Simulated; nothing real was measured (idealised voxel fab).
The name of this process module is voxel wiring stack.
The cross-section on display is named cut; it measures 190 nm wide, and its cells are 5 nm squares.
Throughout this document, each cross-section is represented as a grid of square cells and is presented as a sequence of bands enumerated from the top downward, where a band comprises one or more rows of cells.
The band entry comprises the height of the band's top followed by the height of its bottom, expressed in nm, and subsequently the band's materials from left to right, each stated together with its width in nm. Where a single material is marked with the word "full width", that material fills the band from edge to edge. The word "air" represents empty space.
Zero point of the height axis is 0; under it, received wafer = one material. Lowest band: continues down indefinitely, "0 and below".
With a width like "30 to 40", each row of cells in the band differs from the next by the same amount, the top row carrying the first number and the bottom row the second.
Where the words "nothing was modified" appear for a step, the cross-section shows no cell changed by that step; every cell remained as before.
"Non-vented voids" lists enclosed empty spaces (at least 8 cells, no open path upward to the top), each as width x height at distance from the left edge, in nm.
Whatever follows a step's settings on its line is a remark the simulator itself makes about that step.
overlay nm: where the mask lay relative to plan, measured to the right, on steps with a mask; negatives go left.
Steps planned for the process
1,RECEIVE with material Si
2,CONFORMAL_DEP with material SiO2, thk nm 10
3,CONFORMAL_DEP with material SiCN, thk nm 5
4,DIRECTIONAL_DEP with material lowk, thk nm 20
5,DIRECTIONAL_DEP with material aC, thk nm 15
6,PATTERN with tone open, mask id METAL_1, material resist, width nm 25, pitch nm 55, thk nm 35, overlay nm 0
7,DIRECTIONAL_ETCH with etch materials aC, depth nm 15
8,STRIP with etch materials resist
9,DIRECTIONAL_ETCH with etch materials lowk, depth nm 20
10,DIRECTIONAL_ETCH with etch materials SiCN, depth nm 5
11,STRIP with etch materials aC
12,CONFORMAL_DEP with material TiN, thk nm 5
13,FILL_DEP with material Cu, thk nm 5
14,CMP with height nm 35
15,CONFORMAL_DEP with material SiCN, thk nm 5
16,DIRECTIONAL_DEP with material lowk, thk nm 10
17,DIRECTIONAL_DEP with material aC, thk nm 10
18,PATTERN with tone open, mask id PLUG_1, material resist, width nm 15, thk nm 30, overlay nm 0
19,DIRECTIONAL_ETCH with etch materials aC, depth nm 10
20,STRIP with etch materials resist
21,DIRECTIONAL_ETCH with etch materials lowk, depth nm 10
22,DIRECTIONAL_ETCH with etch materials SiCN, depth nm 5
23,STRIP with etch materials aC
24,EPI with material Ru, thk nm 10
25,EPI with material Ru, thk nm 5
26,DIRECTIONAL_DEP with material TiN, thk nm 5
27,DIRECTIONAL_DEP with material Ru, thk nm 15
28,DIRECTIONAL_DEP with material aC, thk nm 10
29,PATTERN with tone cover, mask id METAL_2, material resist, width nm 25, pitch nm 55, thk nm 30, overlay nm 0
30,DIRECTIONAL_ETCH with etch materials aC, depth nm 10
31,STRIP with etch materials resist
32,DIRECTIONAL_ETCH with etch materials Ru, depth nm 15
33,DIRECTIONAL_ETCH with etch materials TiN, depth nm 5
34,STRIP with etch materials aC
35,CONFORMAL_DEP with material SiN, thk nm 5
36,FILL_DEP with material SiO2, thk nm 10
37,CMP with height nm 70
38,CONFORMAL_DEP with material SiCN, thk nm 5
39,DIRECTIONAL_DEP with material lowk, thk nm 30
40,DIRECTIONAL_DEP with material aC, thk nm 15
41,PATTERN with tone open, mask id METAL_3, material resist, width nm 25, pitch nm 55, thk nm 35, overlay nm 0
42,DIRECTIONAL_ETCH with etch materials aC, depth nm 15
43,STRIP with etch materials resist
44,DIRECTIONAL_ETCH with etch materials lowk, depth nm 20
45,STRIP with etch materials aC
46,PATTERN with tone open, mask id METAL_3_HOLES, material resist, width nm 15, pitch nm 55, thk nm 15, overlay nm 0
47,DIRECTIONAL_ETCH with etch materials lowk, depth nm 10
48,DIRECTIONAL_ETCH with etch materials SiCN, depth nm 5
49,STRIP with etch materials resist
50,CONFORMAL_DEP with material TiN, thk nm 5
51,FILL_DEP with material Ru, thk nm 5
52,CMP with height nm 105
53,CONFORMAL_DEP with material SiCN, thk nm 5
54,DIRECTIONAL_DEP with material lowk, thk nm 25
55,MASKED_ETCH with tone open, mask id METAL_4_HOLES, width nm 15, pitch nm 55, etch materials lowk, depth nm 25, overlay nm 0
56,DIRECTIONAL_DEP with material aC, thk nm 10
57,PATTERN with tone open, mask id METAL_4, material resist, width nm 25, pitch nm 55, thk nm 30, overlay nm 0
58,DIRECTIONAL_ETCH with etch materials aC, depth nm 10
59,STRIP with etch materials resist
60,DIRECTIONAL_ETCH with etch materials lowk, depth nm 15
61,DIRECTIONAL_ETCH with etch materials SiCN, depth nm 5
62,STRIP with etch materials aC
63,CONFORMAL_DEP with material TiN, thk nm 5
64,FILL_DEP with material Cu, thk nm 10
65,CMP with height nm 135
66,CONFORMAL_DEP with material SiCN, thk nm 5
Concerning the first of two wafers, which was run in accordance with the plan
Incoming wafer in cross-section (state: after step 1)
0 and below | Si full width
Non-vented voids: none
Wafer after step 2 (cross-section)
10 down to 0 | SiO2 full width
Below a height of 0, the structure has not been altered.
Wafer after step 3 (cross-section)
15 down to 10 | SiCN full width
Below a height of 10, the structure has not been altered.
Wafer after step 4 (cross-section)
35 down to 15 | lowk full width
Below a height of 15, the structure has not been altered.
Wafer after step 5 (cross-section)
50 down to 35 | aC full width
Below a height of 35, the structure has not been altered.
Wafer after step 6 (cross-section)
85 down to 50 | resist 55 nm, then air 25 nm, then resist 30 nm, then air 25 nm, then resist 55 nm
Below a height of 50, the structure has not been altered.
Wafer after step 7 (cross-section)
70 down to 50 | resist 55 nm, then air 25 nm, then resist 30 nm, then air 25 nm, then resist 55 nm
50 down to 35 | aC 55 nm, then air 25 nm, then aC 30 nm, then air 25 nm, then aC 55 nm
Below a height of 35, the structure has not been altered.
Wafer after step 8 (cross-section)
50 down to 35 | aC 55 nm, then air 25 nm, then aC 30 nm, then air 25 nm, then aC 55 nm
Below a height of 35, the structure has not been altered.
Wafer after step 9 (cross-section)
50 down to 35 | aC 55 nm, then air 25 nm, then aC 30 nm, then air 25 nm, then aC 55 nm
35 down to 15 | lowk 55 nm, then air 25 nm, then lowk 30 nm, then air 25 nm, then lowk 55 nm
Below a height of 15, the structure has not been altered.
Wafer after step 10 (cross-section)
50 down to 35 | aC 55 nm, then air 25 nm, then aC 30 nm, then air 25 nm, then aC 55 nm
35 down to 15 | lowk 55 nm, then air 25 nm, then lowk 30 nm, then air 25 nm, then lowk 55 nm
15 down to 10 | SiCN 55 nm, then air 25 nm, then SiCN 30 nm, then air 25 nm, then SiCN 55 nm
Below a height of 10, the structure has not been altered.
Wafer after step 11 (cross-section)
35 down to 15 | lowk 55 nm, then air 25 nm, then lowk 30 nm, then air 25 nm, then lowk 55 nm
Below a height of 15, the structure has not been altered.
Wafer after step 12 (cross-section)
40 down to 35 | TiN 60 nm, then air 15 nm, then TiN 40 nm, then air 15 nm, then TiN 60 nm
35 down to 15 | lowk 55 nm, then TiN 5 nm, then air 15 nm, then TiN 5 nm, then lowk 30 nm, then TiN 5 nm, then air 15 nm, then TiN 5 nm, then lowk 55 nm
15 down to 10 | SiCN 55 nm, then TiN 25 nm, then SiCN 30 nm, then TiN 25 nm, then SiCN 55 nm
Below a height of 10, the structure has not been altered.
Wafer after step 13 (cross-section)
45 down to 40 | Cu full width
40 down to 35 | TiN 60 nm, then Cu 15 nm, then TiN 40 nm, then Cu 15 nm, then TiN 60 nm
35 down to 15 | lowk 55 nm, then TiN 5 nm, then Cu 15 nm, then TiN 5 nm, then lowk 30 nm, then TiN 5 nm, then Cu 15 nm, then TiN 5 nm, then lowk 55 nm
Below a height of 15, the structure has not been altered.
Wafer after step 14 (cross-section)
35 down to 15 | lowk 55 nm, then TiN 5 nm, then Cu 15 nm, then TiN 5 nm, then lowk 30 nm, then TiN 5 nm, then Cu 15 nm, then TiN 5 nm, then lowk 55 nm
Below a height of 15, the structure has not been altered.
Wafer after step 15 (cross-section)
40 down to 35 | SiCN full width
Below a height of 35, the structure has not been altered.
Wafer after step 16 (cross-section)
50 down to 40 | lowk full width
Below a height of 40, the structure has not been altered.
Wafer after step 17 (cross-section)
60 down to 50 | aC full width
Below a height of 50, the structure has not been altered.
Wafer after step 18 (cross-section)
90 down to 60 | resist 55 nm, then air 15 nm, then resist 120 nm
Below a height of 60, the structure has not been altered.
Wafer after step 19 (cross-section)
80 down to 60 | resist 55 nm, then air 15 nm, then resist 120 nm
60 down to 50 | aC 55 nm, then air 15 nm, then aC 120 nm
Below a height of 50, the structure has not been altered.
Wafer after step 20 (cross-section)
60 down to 50 | aC 55 nm, then air 15 nm, then aC 120 nm
Below a height of 50, the structure has not been altered.
Wafer after step 21 (cross-section)
60 down to 50 | aC 55 nm, then air 15 nm, then aC 120 nm
50 down to 40 | lowk 55 nm, then air 15 nm, then lowk 120 nm
Below a height of 40, the structure has not been altered.
Wafer after step 22 (cross-section)
60 down to 50 | aC 55 nm, then air 15 nm, then aC 120 nm
50 down to 40 | lowk 55 nm, then air 15 nm, then lowk 120 nm
40 down to 35 | SiCN 55 nm, then air 15 nm, then SiCN 120 nm
Below a height of 35, the structure has not been altered.
Wafer after step 23 (cross-section)
50 down to 40 | lowk 55 nm, then air 15 nm, then lowk 120 nm
Below a height of 40, the structure has not been altered.
Wafer after step 24 (cross-section)
50 down to 45 | lowk 55 nm, then air 15 nm, then lowk 120 nm
45 down to 40 | lowk 55 nm, then Ru 15 nm, then lowk 120 nm
40 down to 35 | SiCN 55 nm, then Ru 15 nm, then SiCN 120 nm
Below a height of 35, the structure has not been altered.
Wafer after step 25 (cross-section)
50 down to 40 | lowk 55 nm, then Ru 15 nm, then lowk 120 nm
Below a height of 40, the structure has not been altered.
Wafer after step 26 (cross-section)
55 down to 50 | TiN full width
Below a height of 50, the structure has not been altered.
Wafer after step 27 (cross-section)
70 down to 55 | Ru full width
Below a height of 55, the structure has not been altered.
Wafer after step 28 (cross-section)
80 down to 70 | aC full width
Below a height of 70, the structure has not been altered.
Wafer after step 29 (cross-section)
110 down to 80 | air 55 nm, then resist 25 nm, then air 30 nm, then resist 25 nm, then air 55 nm
Below a height of 80, the structure has not been altered.
Wafer after step 30 (cross-section)
100 down to 80 | air 55 nm, then resist 25 nm, then air 30 nm, then resist 25 nm, then air 55 nm
80 down to 70 | air 55 nm, then aC 25 nm, then air 30 nm, then aC 25 nm, then air 55 nm
Below a height of 70, the structure has not been altered.
Wafer after step 31 (cross-section)
80 down to 70 | air 55 nm, then aC 25 nm, then air 30 nm, then aC 25 nm, then air 55 nm
Below a height of 70, the structure has not been altered.
Wafer after step 32 (cross-section)
80 down to 70 | air 55 nm, then aC 25 nm, then air 30 nm, then aC 25 nm, then air 55 nm
70 down to 55 | air 55 nm, then Ru 25 nm, then air 30 nm, then Ru 25 nm, then air 55 nm
Below a height of 55, the structure has not been altered.
Wafer after step 33 (cross-section)
80 down to 70 | air 55 nm, then aC 25 nm, then air 30 nm, then aC 25 nm, then air 55 nm
70 down to 55 | air 55 nm, then Ru 25 nm, then air 30 nm, then Ru 25 nm, then air 55 nm
55 down to 50 | air 55 nm, then TiN 25 nm, then air 30 nm, then TiN 25 nm, then air 55 nm
Below a height of 50, the structure has not been altered.
Wafer after step 34 (cross-section)
70 down to 55 | air 55 nm, then Ru 25 nm, then air 30 nm, then Ru 25 nm, then air 55 nm
Below a height of 55, the structure has not been altered.
Wafer after step 35 (cross-section)
75 down to 70 | air 50 nm, then SiN 35 nm, then air 20 nm, then SiN 35 nm, then air 50 nm
70 down to 55 | air 50 nm, then SiN 5 nm, then Ru 25 nm, then SiN 5 nm, then air 20 nm, then SiN 5 nm, then Ru 25 nm, then SiN 5 nm, then air 50 nm
55 down to 50 | SiN 55 nm, then TiN 25 nm, then SiN 30 nm, then TiN 25 nm, then SiN 55 nm
Below a height of 50, the structure has not been altered.
Wafer after step 36 (cross-section)
85 down to 75 | SiO2 full width
75 down to 70 | SiO2 50 nm, then SiN 35 nm, then SiO2 20 nm, then SiN 35 nm, then SiO2 50 nm
70 down to 55 | SiO2 50 nm, then SiN 5 nm, then Ru 25 nm, then SiN 5 nm, then SiO2 20 nm, then SiN 5 nm, then Ru 25 nm, then SiN 5 nm, then SiO2 50 nm
Below a height of 55, the structure has not been altered.
Wafer after step 37 (cross-section)
70 down to 55 | SiO2 50 nm, then SiN 5 nm, then Ru 25 nm, then SiN 5 nm, then SiO2 20 nm, then SiN 5 nm, then Ru 25 nm, then SiN 5 nm, then SiO2 50 nm
Below a height of 55, the structure has not been altered.
Wafer after step 38 (cross-section)
75 down to 70 | SiCN full width
Below a height of 70, the structure has not been altered.
Wafer after step 39 (cross-section)
105 down to 75 | lowk full width
Below a height of 75, the structure has not been altered.
Wafer after step 40 (cross-section)
120 down to 105 | aC full width
Below a height of 105, the structure has not been altered.
Wafer after step 41 (cross-section)
155 down to 120 | resist 55 nm, then air 25 nm, then resist 30 nm, then air 25 nm, then resist 55 nm
Below a height of 120, the structure has not been altered.
Wafer after step 42 (cross-section)
140 down to 120 | resist 55 nm, then air 25 nm, then resist 30 nm, then air 25 nm, then resist 55 nm
120 down to 105 | aC 55 nm, then air 25 nm, then aC 30 nm, then air 25 nm, then aC 55 nm
Below a height of 105, the structure has not been altered.
Wafer after step 43 (cross-section)
120 down to 105 | aC 55 nm, then air 25 nm, then aC 30 nm, then air 25 nm, then aC 55 nm
Below a height of 105, the structure has not been altered.
Wafer after step 44 (cross-section)
120 down to 105 | aC 55 nm, then air 25 nm, then aC 30 nm, then air 25 nm, then aC 55 nm
105 down to 85 | lowk 55 nm, then air 25 nm, then lowk 30 nm, then air 25 nm, then lowk 55 nm
Below a height of 85, the structure has not been altered.
Wafer after step 45 (cross-section)
105 down to 85 | lowk 55 nm, then air 25 nm, then lowk 30 nm, then air 25 nm, then lowk 55 nm
Below a height of 85, the structure has not been altered.
Wafer after step 46 (cross-section)
120 down to 105 | resist 55 nm, then air 15 nm, then resist 40 nm, then air 15 nm, then resist 65 nm
105 down to 85 | lowk 55 nm, then air 15 nm, then resist 10 nm, then lowk 30 nm, then air 15 nm, then resist 10 nm, then lowk 55 nm
Below a height of 85, the structure has not been altered.
Wafer after step 47 (cross-section)
120 down to 105 | resist 55 nm, then air 15 nm, then resist 40 nm, then air 15 nm, then resist 65 nm
105 down to 85 | lowk 55 nm, then air 15 nm, then resist 10 nm, then lowk 30 nm, then air 15 nm, then resist 10 nm, then lowk 55 nm
85 down to 75 | lowk 55 nm, then air 15 nm, then lowk 40 nm, then air 15 nm, then lowk 65 nm
Below a height of 75, the structure has not been altered.
Wafer after step 48 (cross-section)
120 down to 105 | resist 55 nm, then air 15 nm, then resist 40 nm, then air 15 nm, then resist 65 nm
105 down to 85 | lowk 55 nm, then air 15 nm, then resist 10 nm, then lowk 30 nm, then air 15 nm, then resist 10 nm, then lowk 55 nm
85 down to 75 | lowk 55 nm, then air 15 nm, then lowk 40 nm, then air 15 nm, then lowk 65 nm
75 down to 70 | SiCN 55 nm, then air 15 nm, then SiCN 40 nm, then air 15 nm, then SiCN 65 nm
Below a height of 70, the structure has not been altered.
Wafer after step 49 (cross-section)
105 down to 85 | lowk 55 nm, then air 25 nm, then lowk 30 nm, then air 25 nm, then lowk 55 nm
Below a height of 85, the structure has not been altered.
Wafer after step 50 (cross-section)
110 down to 105 | TiN 60 nm, then air 15 nm, then TiN 40 nm, then air 15 nm, then TiN 60 nm
105 down to 90 | lowk 55 nm, then TiN 5 nm, then air 15 nm, then TiN 5 nm, then lowk 30 nm, then TiN 5 nm, then air 15 nm, then TiN 5 nm, then lowk 55 nm
90 down to 85 | lowk 55 nm, then TiN 5 nm, then air 5 nm, then TiN 15 nm, then lowk 30 nm, then TiN 5 nm, then air 5 nm, then TiN 15 nm, then lowk 55 nm
85 down to 75 | lowk 55 nm, then TiN 5 nm, then air 5 nm, then TiN 5 nm, then lowk 40 nm, then TiN 5 nm, then air 5 nm, then TiN 5 nm, then lowk 65 nm
75 down to 70 | SiCN 55 nm, then TiN 15 nm, then SiCN 40 nm, then TiN 15 nm, then SiCN 65 nm
Below a height of 70, the structure has not been altered.
Wafer after step 51 (cross-section)
115 down to 110 | Ru full width
110 down to 105 | TiN 60 nm, then Ru 15 nm, then TiN 40 nm, then Ru 15 nm, then TiN 60 nm
105 down to 90 | lowk 55 nm, then TiN 5 nm, then Ru 15 nm, then TiN 5 nm, then lowk 30 nm, then TiN 5 nm, then Ru 15 nm, then TiN 5 nm, then lowk 55 nm
90 down to 85 | lowk 55 nm, then TiN 5 nm, then Ru 5 nm, then TiN 15 nm, then lowk 30 nm, then TiN 5 nm, then Ru 5 nm, then TiN 15 nm, then lowk 55 nm
85 down to 75 | lowk 55 nm, then TiN 5 nm, then Ru 5 nm, then TiN 5 nm, then lowk 40 nm, then TiN 5 nm, then Ru 5 nm, then TiN 5 nm, then lowk 65 nm
Below a height of 75, the structure has not been altered.
Wafer after step 52 (cross-section)
105 down to 90 | lowk 55 nm, then TiN 5 nm, then Ru 15 nm, then TiN 5 nm, then lowk 30 nm, then TiN 5 nm, then Ru 15 nm, then TiN 5 nm, then lowk 55 nm
Below a height of 90, the structure has not been altered.
Wafer after step 53 (cross-section)
110 down to 105 | SiCN full width
Below a height of 105, the structure has not been altered.
Wafer after step 54 (cross-section)
135 down to 110 | lowk full width
Below a height of 110, the structure has not been altered.
Wafer after step 55 (cross-section)
135 down to 110 | lowk 55 nm, then air 15 nm, then lowk 40 nm, then air 15 nm, then lowk 65 nm
Below a height of 110, the structure has not been altered.
Wafer after step 56 (cross-section)
145 down to 135 | aC 55 nm, then air 15 nm, then aC 40 nm, then air 15 nm, then aC 65 nm
135 down to 120 | lowk 55 nm, then air 15 nm, then lowk 40 nm, then air 15 nm, then lowk 65 nm
120 down to 110 | lowk 55 nm, then aC 15 nm, then lowk 40 nm, then aC 15 nm, then lowk 65 nm
Below a height of 110, the structure has not been altered.
Wafer after step 57 (cross-section)
175 down to 145 | resist 55 nm, then air 25 nm, then resist 30 nm, then air 25 nm, then resist 55 nm
Below a height of 145, the structure has not been altered.
Wafer after step 58 (cross-section)
165 down to 145 | resist 55 nm, then air 25 nm, then resist 30 nm, then air 25 nm, then resist 55 nm
145 down to 135 | aC 55 nm, then air 25 nm, then aC 30 nm, then air 25 nm, then aC 55 nm
135 down to 110 | lowk 55 nm, then air 15 nm, then lowk 40 nm, then air 15 nm, then lowk 65 nm
Below a height of 110, the structure has not been altered.
Wafer after step 59 (cross-section)
145 down to 135 | aC 55 nm, then air 25 nm, then aC 30 nm, then air 25 nm, then aC 55 nm
Below a height of 135, the structure has not been altered.
Wafer after step 60 (cross-section)
145 down to 135 | aC 55 nm, then air 25 nm, then aC 30 nm, then air 25 nm, then aC 55 nm
135 down to 120 | lowk 55 nm, then air 25 nm, then lowk 30 nm, then air 25 nm, then lowk 55 nm
Below a height of 120, the structure has not been altered.
Wafer after step 61 (cross-section)
145 down to 135 | aC 55 nm, then air 25 nm, then aC 30 nm, then air 25 nm, then aC 55 nm
135 down to 120 | lowk 55 nm, then air 25 nm, then lowk 30 nm, then air 25 nm, then lowk 55 nm
120 down to 110 | lowk 55 nm, then air 15 nm, then lowk 40 nm, then air 15 nm, then lowk 65 nm
110 down to 105 | SiCN 55 nm, then air 15 nm, then SiCN 40 nm, then air 15 nm, then SiCN 65 nm
Below a height of 105, the structure has not been altered.
Wafer after step 62 (cross-section)
135 down to 120 | lowk 55 nm, then air 25 nm, then lowk 30 nm, then air 25 nm, then lowk 55 nm
Below a height of 120, the structure has not been altered.
Wafer after step 63 (cross-section)
140 down to 135 | TiN 60 nm, then air 15 nm, then TiN 40 nm, then air 15 nm, then TiN 60 nm
135 down to 125 | lowk 55 nm, then TiN 5 nm, then air 15 nm, then TiN 5 nm, then lowk 30 nm, then TiN 5 nm, then air 15 nm, then TiN 5 nm, then lowk 55 nm
125 down to 120 | lowk 55 nm, then TiN 5 nm, then air 5 nm, then TiN 15 nm, then lowk 30 nm, then TiN 5 nm, then air 5 nm, then TiN 15 nm, then lowk 55 nm
120 down to 110 | lowk 55 nm, then TiN 5 nm, then air 5 nm, then TiN 5 nm, then lowk 40 nm, then TiN 5 nm, then air 5 nm, then TiN 5 nm, then lowk 65 nm
110 down to 105 | SiCN 55 nm, then TiN 15 nm, then SiCN 40 nm, then TiN 15 nm, then SiCN 65 nm
Below a height of 105, the structure has not been altered.
Wafer after step 64 (cross-section)
150 down to 140 | Cu full width
140 down to 135 | TiN 60 nm, then Cu 15 nm, then TiN 40 nm, then Cu 15 nm, then TiN 60 nm
135 down to 125 | lowk 55 nm, then TiN 5 nm, then Cu 15 nm, then TiN 5 nm, then lowk 30 nm, then TiN 5 nm, then Cu 15 nm, then TiN 5 nm, then lowk 55 nm
125 down to 120 | lowk 55 nm, then TiN 5 nm, then Cu 5 nm, then TiN 15 nm, then lowk 30 nm, then TiN 5 nm, then Cu 5 nm, then TiN 15 nm, then lowk 55 nm
120 down to 110 | lowk 55 nm, then TiN 5 nm, then Cu 5 nm, then TiN 5 nm, then lowk 40 nm, then TiN 5 nm, then Cu 5 nm, then TiN 5 nm, then lowk 65 nm
Below a height of 110, the structure has not been altered.
Wafer after step 65 (cross-section)
135 down to 125 | lowk 55 nm, then TiN 5 nm, then Cu 15 nm, then TiN 5 nm, then lowk 30 nm, then TiN 5 nm, then Cu 15 nm, then TiN 5 nm, then lowk 55 nm
Below a height of 125, the structure has not been altered.
Wafer after step 66 (cross-section)
140 down to 135 | SiCN full width
Below a height of 135, the structure has not been altered.
Second wafer. Start and plan as for the first. One mistake made in running. Agrees with the first up to and including step 52
At the planned end of step 53, the second wafer in cross-section
130 down to 105 | lowk full width
Below a height of 105, the structure has not been altered.
At the planned end of step 54, the second wafer in cross-section
135 down to 130 | SiCN full width
Below a height of 130, the structure has not been altered.
At the planned end of step 55, the second wafer in cross-section: nothing was modified
At the planned end of step 56, the second wafer in cross-section
145 down to 135 | aC full width
Below a height of 135, the structure has not been altered.
At the planned end of step 57, the second wafer in cross-section
175 down to 145 | resist 55 nm, then air 25 nm, then resist 30 nm, then air 25 nm, then resist 55 nm
Below a height of 145, the structure has not been altered.
At the planned end of step 58, the second wafer in cross-section
165 down to 145 | resist 55 nm, then air 25 nm, then resist 30 nm, then air 25 nm, then resist 55 nm
145 down to 135 | aC 55 nm, then air 25 nm, then aC 30 nm, then air 25 nm, then aC 55 nm
Below a height of 135, the structure has not been altered.
At the planned end of step 59, the second wafer in cross-section
145 down to 135 | aC 55 nm, then air 25 nm, then aC 30 nm, then air 25 nm, then aC 55 nm
Below a height of 135, the structure has not been altered.
At the planned end of step 60, the second wafer in cross-section: nothing was modified
At the planned end of step 61, the second wafer in cross-section
145 down to 135 | aC 55 nm, then air 25 nm, then aC 30 nm, then air 25 nm, then aC 55 nm
135 down to 130 | SiCN 55 nm, then air 25 nm, then SiCN 30 nm, then air 25 nm, then SiCN 55 nm
Below a height of 130, the structure has not been altered.
At the planned end of step 62, the second wafer in cross-section
135 down to 130 | SiCN 55 nm, then air 25 nm, then SiCN 30 nm, then air 25 nm, then SiCN 55 nm
Below a height of 130, the structure has not been altered.
At the planned end of step 63, the second wafer in cross-section
140 down to 135 | TiN 60 nm, then air 15 nm, then TiN 40 nm, then air 15 nm, then TiN 60 nm
135 down to 130 | SiCN 55 nm, then TiN 25 nm, then SiCN 30 nm, then TiN 25 nm, then SiCN 55 nm
Below a height of 130, the structure has not been altered.
At the planned end of step 64, the second wafer in cross-section
150 down to 140 | Cu full width
140 down to 135 | TiN 60 nm, then Cu 15 nm, then TiN 40 nm, then Cu 15 nm, then TiN 60 nm
Below a height of 135, the structure has not been altered.
At the planned end of step 65, the second wafer in cross-section
135 down to 130 | SiCN 55 nm, then TiN 25 nm, then SiCN 30 nm, then TiN 25 nm, then SiCN 55 nm
Below a height of 130, the structure has not been altered.
At the planned end of step 66, the second wafer in cross-section
140 down to 135 | SiCN full width
Below a height of 135, the structure has not been altered.
The plan and the run diverged here: the processing plan was not followed for steps 53 and 54, which were run with their positions exchanged
Final difference in cells, second wafer against first, listed per material as more or fewer: -18 Cu | -4 SiCN | -20 TiN | +42 lowk
